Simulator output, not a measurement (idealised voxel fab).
The process module presented herein is designated voxel self aligned contacts.
Square cell edge 5 nm, section width 170 nm, ID cut.
Cross-section layout: square cells on a grid; listed as bands, top to bottom; a band spans one or more cell rows.
In this notation a band is specified by the heights of its top and bottom, in that order and in nm, after which its materials appear from left to right, each paired with its width in nm. The word "all across" attached to a single material means that material fills the band from edge to edge; the word "air" stands for empty space.
Height reference: 0 = level under which incoming wafer is all one material. Lowest band: no bottom, runs on downward, e.g. "0..down".
Width: "30 to 40" (first number = top row, second number = bottom row, same change from row to row of cells).
Key: "nothing altered" - step with no changed cell in the cross-section.
Sealed internal cavities: empty space of 8 cells or more with no open way to the top, each as width x height at its distance from the left edge, in nm
On each step's line, the part that comes after the settings is the simulator's own comment on the step.
For masked steps, "overlay nm" on the step line gives how far right of plan the mask actually lay; a minus sign means it lay to the left.
Below is the list of planned process steps:
1,RECEIVE, material Si
2,CONFORMAL_DEP, material SiO2, thk nm 5
3,DIRECTIONAL_DEP, material polySi, thk nm 30
4,DIRECTIONAL_DEP, material SiN, thk nm 20
5,DIRECTIONAL_DEP, material aC, thk nm 10
6,PATTERN, tone cover, mask id GATE, material resist, width nm 30, pitch nm 60, thk nm 25, overlay nm 0
7,DIRECTIONAL_ETCH, etch materials aC, depth nm 10
8,STRIP, etch materials resist
9,DIRECTIONAL_ETCH, etch materials SiN, depth nm 20
10,DIRECTIONAL_ETCH, etch materials polySi, depth nm 30
11,STRIP, etch materials aC
12,CONFORMAL_DEP, material SiN, thk nm 5
13,DIRECTIONAL_ETCH, etch materials SiN, depth nm 5
14,FILL_DEP, material SiO2, thk nm 10
15,CMP, height nm 60
16,PATTERN, tone open, mask id CONTACT, material resist, width nm 40, thk nm 15, overlay nm 0
17,DIRECTIONAL_ETCH, etch materials SiO2, depth nm 60
18,STRIP, etch materials resist
19,CONFORMAL_DEP, material TiN, thk nm 5
20,FILL_DEP, material W, thk nm 5
21,CMP, height nm 60
22,CONFORMAL_DEP, material SiN, thk nm 5
Here's what the wafer looked like in cross-section when it arrived - that's after step 1:
0..down | Si all across
Sealed internal cavities: none
The first of the two wafers as seen in cross-section once the module was finished; processing followed the plan:
65..60 | SiN all across
60..55 | SiO2: 65 / TiN: 15 / W: 10 / TiN: 15 / SiO2: 65
55..35 | SiO2: 35 / SiN: 40 / TiN: 5 / W: 10 / TiN: 5 / SiN: 40 / SiO2: 35
35..5 | SiO2: 35 / SiN: 5 / polySi: 30 / SiN: 5 / TiN: 5 / W: 10 / TiN: 5 / SiN: 5 / polySi: 30 / SiN: 5 / SiO2: 35
5..0 | SiO2: 75 / TiN: 20 / SiO2: 75
0..down | Si all across
Sealed internal cavities: none
Second wafer through the module, sectioned at the end: same beginning and same plan as the first wafer, with one mistake in carrying it out:
65..60 | SiN all across
60..55 | SiO2: 65 / TiN: 10 / W: 20 / TiN: 10 / SiO2: 65
55..35 | SiO2: 40 / SiN: 30 / TiN: 5 / W: 20 / TiN: 5 / SiN: 30 / SiO2: 40
35..5 | SiO2: 40 / SiN: 5 / polySi: 20 / SiN: 5 / TiN: 5 / W: 20 / TiN: 5 / SiN: 5 / polySi: 20 / SiN: 5 / SiO2: 40
5..0 | SiO2: 70 / TiN: 30 / SiO2: 70
0..down | Si all across
Sealed internal cavities: none
Plan not followed: the process deviated at step 6: the operation and settings actually run there were PATTERN, tone cover, mask id GATE, material resist, width nm 20, pitch nm 60, thk nm 25, overlay nm 0
Materials where the second wafer ends with more or fewer cells than the first: SiN -16, SiO2 +18, W +22, polySi -24
